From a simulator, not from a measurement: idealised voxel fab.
process module | voxel transistor to metal
cross-section cut | 200 nm wide | cells 5 nm
A cross-section is a grid of square cells, given in bands from the top down. A band is one or more rows of cells.
Each band's line starts with the height of the band's top and of its bottom, in nm. Then come its materials from left to right, each with its width in nm. One material with "throughout" fills the band from edge to edge. "air" is empty space.
Height 0 is the level under which the wafer as received is all one material. The lowest band goes on downwards, as in "0 down".
A width such as "30 to 40" changes by the same amount from each row of cells to the next, from the band's top row to its bottom row.
"no change" after a step means that no cell of the cross-section changed.
closed voids: empty space of 8 cells or more with no open way to the top, each as width x height at its distance from the left edge, in nm
after a step's settings: what the simulator itself notes on the step
overlay nm, on a step with a mask: how far to the right of its planned place the mask lay; to the left if negative
plan
1 op RECEIVE | material Si
2 op CONFORMAL_DEP | material SiO2 | thk nm 5
3 op CONFORMAL_DEP | material SiN | thk nm 15
4 op MASKED_ETCH | tone cover | mask id ACTIVE | width nm 95 | etch materials SiN | depth nm 15 | overlay nm 0
5 op MASKED_ETCH | tone cover | mask id ACTIVE | width nm 95 | etch materials SiO2 | depth nm 5 | overlay nm 0
6 op MASKED_ETCH | tone cover | mask id ACTIVE | width nm 95 | etch materials Si | depth nm 30 | overlay nm 0
7 op OXIDIZE | depth nm 5
8 op FILL_DEP | material SiO2 | thk nm 10
9 op CMP | height nm 20
10 op SELECTIVE_ETCH | etch materials SiO2 | depth nm 10
11 op STRIP | etch materials SiN
12 op SELECTIVE_ETCH | etch materials SiO2 | depth nm 5
13 op OXIDIZE | depth nm 5
14 op DIRECTIONAL_DEP | material polySi | thk nm 30
15 op DIRECTIONAL_DEP | material SiCN | thk nm 15
16 op PATTERN | tone cover | mask id GATE | material resist | width nm 15 | thk nm 20 | overlay nm 0
17 op DIRECTIONAL_ETCH | etch materials SiCN | depth nm 25
18 op DIRECTIONAL_ETCH | etch materials polySi | depth nm 40
19 op STRIP | etch materials resist
20 op CONFORMAL_DEP | material SiO2 | thk nm 5
21 op DIRECTIONAL_ETCH | etch materials SiO2 | depth nm 5
22 op CONFORMAL_DEP | material SiN | thk nm 5
23 op DIRECTIONAL_ETCH | etch materials SiN | depth nm 5
24 op DIRECTIONAL_ETCH | etch materials SiO2 | depth nm 5
25 op DIRECTIONAL_ETCH | etch materials Si | depth nm 15
26 op EPI | material pSi | thk nm 20
27 op FILL_DEP | material SiO2 | thk nm 5
28 op CMP | height nm 45
29 op DIRECTIONAL_DEP | material SiO2 | thk nm 10
30 op PATTERN | tone open | mask id CONTACT | material resist | width nm 20 | pitch nm 65 | thk nm 20 | overlay nm 0
31 op DIRECTIONAL_ETCH | etch materials SiO2 | depth nm 55
32 op STRIP | etch materials resist
33 op CONFORMAL_DEP | material TiN | thk nm 5
34 op FILL_DEP | material Ru | thk nm 5
35 op CMP | height nm 55
36 op DIRECTIONAL_DEP | material TiN | thk nm 5
37 op DIRECTIONAL_DEP | material W | thk nm 25
38 op MASKED_ETCH | tone cover | mask id METAL_1 | width nm 20 | pitch nm 65 | etch materials W | depth nm 25 | overlay nm 0
39 op MASKED_ETCH | tone cover | mask id METAL_1 | width nm 20 | pitch nm 65 | etch materials TiN | depth nm 5 | overlay nm 0
40 op CONFORMAL_DEP | material SiCN | thk nm 5
41 op FILL_DEP | material lowk | thk nm 5
42 op CMP | height nm 85
43 op CONFORMAL_DEP | material SiCN | thk nm 5
44 op DIRECTIONAL_DEP | material SiO2 | thk nm 35
45 op MASKED_ETCH | tone open | mask id METAL_2 | width nm 20 | pitch nm 65 | etch materials SiO2 | depth nm 20 | overlay nm 0
46 op MASKED_ETCH | tone open | mask id METAL_2_HOLES | width nm 15 | pitch nm 65 | etch materials SiO2 | depth nm 15 | overlay nm 0
47 op MASKED_ETCH | tone open | mask id METAL_2_HOLES | width nm 15 | pitch nm 65 | etch materials SiCN | depth nm 5 | overlay nm 0
48 op CONFORMAL_DEP | material TiN | thk nm 5
49 op FILL_DEP | material Cu | thk nm 5
50 op CMP | height nm 125
51 op CONFORMAL_DEP | material SiN | thk nm 5
as received, after step 1
  0 down: Si throughout
  closed voids: none
first wafer at the end, as planned
  130 to 125: SiN throughout
  125 to 110: SiO2 55 | TiN 5 | Cu 10 | TiN 5 | SiO2 45 | TiN 5 | Cu 10 | TiN 5 | SiO2 60
  110 to 105: SiO2 55 | TiN 5 | Cu 5 | TiN 10 | SiO2 45 | TiN 5 | Cu 5 | TiN 10 | SiO2 60
  105 to 90: SiO2 55 | TiN 5 | Cu 5 | TiN 5 | SiO2 50 | TiN 5 | Cu 5 | TiN 5 | SiO2 65
  90 to 85: SiCN 55 | TiN 15 | SiCN 50 | TiN 15 | SiCN 65
  85 to 60: lowk 50 | SiCN 5 | W 20 | SiCN 5 | lowk 35 | SiCN 5 | W 20 | SiCN 5 | lowk 55
  60 to 55: SiCN 55 | TiN 20 | SiCN 45 | TiN 20 | SiCN 60
  55 to 45: SiO2 55 | TiN 5 | Ru 10 | TiN 5 | SiO2 45 | TiN 5 | Ru 10 | TiN 5 | SiO2 60
  45 to 30: SiO2 55 | TiN 5 | Ru 10 | TiN 5 | SiO2 5 | SiN 5 | SiO2 5 | SiCN 15 | SiO2 5 | SiN 5 | SiO2 5 | TiN 5 | Ru 10 | TiN 5 | SiO2 60
  30 to 20: SiO2 55 | TiN 5 | Ru 10 | TiN 5 | SiO2 5 | SiN 5 | SiO2 5 | polySi 15 | SiO2 5 | SiN 5 | SiO2 5 | TiN 5 | Ru 10 | TiN 5 | SiO2 60
  20 to 15: SiO2 55 | TiN 20 | SiO2 5 | SiN 5 | SiO2 5 | polySi 15 | SiO2 5 | SiN 5 | SiO2 5 | TiN 20 | SiO2 60
  15 to 5: SiO2 55 | TiN 5 | pSi 20 | SiN 5 | SiO2 5 | polySi 15 | SiO2 5 | SiN 5 | pSi 20 | TiN 5 | SiO2 60
  5 to 0: SiO2 50 | SiN 5 | TiN 5 | pSi 20 | SiN 5 | SiO2 5 | polySi 15 | SiO2 5 | SiN 5 | pSi 20 | TiN 5 | SiN 5 | SiO2 55
  0 to -5: SiO2 55 | pSi 25 | SiO2 35 | pSi 25 | SiO2 60
  -5 to -20: SiO2 55 | pSi 25 | Si 35 | pSi 25 | SiO2 60
  -20 to -35: SiO2 55 | Si 85 | SiO2 60
  -35 down: Si throughout
  closed voids: none
second wafer at the end: like start, like plan, one mistake
  130 to 125: SiN throughout
  125 to 110: SiO2 55 | TiN 5 | Cu 10 | TiN 5 | SiO2 45 | TiN 5 | Cu 10 | TiN 5 | SiO2 60
  110 to 105: SiO2 55 | TiN 5 | Cu 5 | TiN 10 | SiO2 45 | TiN 5 | Cu 5 | TiN 10 | SiO2 60
  105 to 90: SiO2 55 | TiN 5 | Cu 5 | TiN 5 | SiO2 50 | TiN 5 | Cu 5 | TiN 5 | SiO2 65
  90 to 85: SiCN 55 | TiN 15 | SiCN 50 | TiN 15 | SiCN 65
  85 to 60: lowk 50 | SiCN 5 | W 20 | SiCN 5 | lowk 35 | SiCN 5 | W 20 | SiCN 5 | lowk 55
  60 to 55: SiCN 55 | TiN 20 | SiCN 45 | TiN 20 | SiCN 60
  55 to 45: SiO2 55 | TiN 5 | Ru 10 | TiN 5 | SiO2 45 | TiN 5 | Ru 10 | TiN 5 | SiO2 60
  45 to 35: SiO2 55 | TiN 5 | Ru 10 | TiN 5 | SiO2 5 | SiN 5 | SiO2 5 | SiCN 15 | SiO2 5 | SiN 5 | SiO2 5 | TiN 5 | Ru 10 | TiN 5 | SiO2 60
  35 to 25: SiO2 55 | TiN 5 | Ru 10 | TiN 5 | SiO2 5 | SiN 5 | SiO2 5 | polySi 15 | SiO2 5 | SiN 5 | SiO2 5 | TiN 5 | Ru 10 | TiN 5 | SiO2 60
  25 to 20: SiO2 55 | TiN 20 | SiO2 5 | SiN 5 | SiO2 5 | polySi 15 | SiO2 5 | SiN 5 | SiO2 5 | TiN 20 | SiO2 60
  20 to 5: SiO2 55 | TiN 5 | pSi 20 | SiN 5 | SiO2 5 | polySi 15 | SiO2 5 | SiN 5 | pSi 20 | TiN 5 | SiO2 60
  5 to 0: SiO2 50 | pSi 30 | SiO2 35 | pSi 30 | SiO2 55
  0 to -15: SiO2 55 | pSi 25 | Si 35 | pSi 25 | SiO2 60
  -15 to -35: SiO2 55 | Si 85 | SiO2 60
  -35 down: Si throughout
  closed voids: none
what went wrong: steps 11 and 12 were swapped
at the end the second wafer has, in cells: 4 fewer of Ru | 17 more of Si | 3 fewer of SiCN | 4 fewer of SiN | 4 fewer of SiO2 | 4 fewer of TiN | 2 more of pSi
